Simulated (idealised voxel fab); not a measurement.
The document below concerns the process module designated voxel capacitor over wiring.
Square cells of 5 nm make up the cross-section cut, whose width is 190 nm.
If you're reading a cross-section in this doc, picture square cells in a grid; it comes to you as bands, top ones listed first down to the bottom, and a band can be one or more rows of cells. Band: top height; bottom height; in nm. Then, left to right: material with width in nm, for each material. "all across": a single material spanning edge to edge. "empty": empty space. Basically, 0 is our baseline, since under it the wafer straight out of the box is all one material. The bottom band has no lower end and keeps on going down, so it looks like "0 down". The width entry "30->40" should be interpreted row by row: the top row of cells in the band takes the first number, the bottom row takes the second number, and the change between adjacent rows is uniform throughout. "identical to before", as given for a step, is the statement that not any cell of the cross-section underwent a change during that step. Each empty space that has no open way to the top and spans at least 8 cells appears under "Sealed internal voids" as width x height at distance, the distance counted from the left edge, all in nm. Read whatever lies past the settings on a step's line as the simulator's own remark about the step. A step line may carry the setting "overlay nm", which, for steps involving a mask, states the distance by which the mask lay to the right of its intended position; negative values denote displacement to the left.
### Listed below are the process steps as planned
1. RECEIVE with material Si
2. CONFORMAL_DEP with material SiO2, thk nm 10
3. CONFORMAL_DEP with material SiCN, thk nm 5
4. DIRECTIONAL_DEP with material SiO2, thk nm 20
5. MASKED_ETCH with tone open, mask id METAL_1, width nm 25, pitch nm 75, etch materials SiO2, depth nm 20, overlay nm 0
6. MASKED_ETCH with tone open, mask id METAL_1, width nm 25, pitch nm 75, etch materials SiCN, depth nm 5, overlay nm 0
7. CONFORMAL_DEP with material TiN, thk nm 5
8. FILL_DEP with material Ru, thk nm 10
9. CMP with height nm 35
10. CONFORMAL_DEP with material SiCN, thk nm 5
11. DIRECTIONAL_DEP with material SiO2, thk nm 20
12. PATTERN with tone open, mask id PLUG_1, material resist, width nm 15, thk nm 15, overlay nm 0
13. DIRECTIONAL_ETCH with etch materials SiO2, depth nm 20
14. DIRECTIONAL_ETCH with etch materials SiCN, depth nm 5
15. STRIP with etch materials resist
16. EPI with material Ru, thk nm 10
17. EPI with material Ru, thk nm 10
18. EPI with material Ru, thk nm 5
19. DIRECTIONAL_DEP with material TiN, thk nm 5
20. DIRECTIONAL_DEP with material SiN, thk nm 5
21. DIRECTIONAL_DEP with material TiN, thk nm 10
22. DIRECTIONAL_DEP with material aC, thk nm 10
23. PATTERN with tone cover, mask id UPPER_PLATE, material resist, width nm 55, thk nm 30, overlay nm 0
24. DIRECTIONAL_ETCH with etch materials aC, depth nm 10
25. STRIP with etch materials resist
26. DIRECTIONAL_ETCH with etch materials TiN, depth nm 10
27. DIRECTIONAL_ETCH with etch materials SiN, depth nm 5
28. STRIP with etch materials aC
29. DIRECTIONAL_DEP with material aC, thk nm 10
30. PATTERN with tone cover, mask id LOWER_PLATE, material resist, width nm 65, thk nm 30, overlay nm 0
31. DIRECTIONAL_ETCH with etch materials aC, depth nm 10
32. STRIP with etch materials resist
33. DIRECTIONAL_ETCH with etch materials TiN, depth nm 5
34. STRIP with etch materials aC
35. FILL_DEP with material SiO2, thk nm 20
36. CMP with height nm 95
37. MASKED_ETCH with tone open, mask id PLUG_2, width nm 15, etch materials SiO2, depth nm 15, overlay nm 0
38. CONFORMAL_DEP with material TiN, thk nm 5
39. FILL_DEP with material Ru, thk nm 5
40. CMP with height nm 95
41. CONFORMAL_DEP with material SiN, thk nm 5
### The cross-section here shows the wafer as received, i.e. in its state after step 1
    0 down  Si all across
    Sealed internal voids: none
### Wafer cross-section at module end: first of two, run to plan
    100 to 95  SiN all across
    95 to 85  65 of SiO2, then 5 of TiN, then 5 of Ru, then 5 of TiN, then 110 of SiO2
    85 to 80  65 of SiO2, then 15 of TiN, then 110 of SiO2
    80 to 70  55 of SiO2, then 55 of TiN, then 80 of SiO2
    70 to 65  55 of SiO2, then 55 of SiN, then 80 of SiO2
    65 to 60  50 of SiO2, then 65 of TiN, then 75 of SiO2
    60 to 40  55 of SiO2, then 15 of Ru, then 120 of SiO2
    40 to 35  55 of SiCN, then 15 of Ru, then 120 of SiCN
    35 to 15  45 of SiO2, then 5 of TiN, then 15 of Ru, then 5 of TiN, then 50 of SiO2, then 5 of TiN, then 15 of Ru, then 5 of TiN, then 45 of SiO2
    15 to 10  45 of SiCN, then 25 of TiN, then 50 of SiCN, then 25 of TiN, then 45 of SiCN
    10 to 0  SiO2 all across
    0 down  Si all across
    Sealed internal voids: none
### Cross-section, second wafer: same start as the first, same plan as the first, one mistake in running it; taken at the end of the module
    100 to 95  SiN all across
    95 to 85  65 of SiO2, then 5 of TiN, then 5 of Ru, then 5 of TiN, then 110 of SiO2
    85 to 80  65 of SiO2, then 15 of TiN, then 110 of SiO2
    80 to 70  55 of SiO2, then 55 of TiN, then 80 of SiO2
    70 to 65  55 of SiO2, then 55 of SiN, then 80 of SiO2
    65 to 60  50 of SiO2, then 65 of TiN, then 75 of SiO2
    60 to 40  55 of SiO2, then 15 of Ru, then 120 of SiO2
    40 to 35  55 of SiCN, then 15 of Ru, then 120 of SiCN
    35 to 30  50 of TiN, then 15 of Ru, then 60 of TiN, then 15 of Ru, then 50 of TiN
    30 to 15  45 of SiO2, then 5 of TiN, then 15 of Ru, then 5 of TiN, then 50 of SiO2, then 5 of TiN, then 15 of Ru, then 5 of TiN, then 45 of SiO2
    15 to 10  45 of SiO2, then 25 of TiN, then 50 of SiO2, then 25 of TiN, then 45 of SiO2
    10 to 0  SiO2 all across
    0 down  Si all across
    Sealed internal voids: none
Heads up, the wafer didn't run the way we planned it: no execution of plan step 3; skipped
The final cell counts differ between the wafers, with the second having more or fewer of some materials than the first: SiCN -28; TiN +28
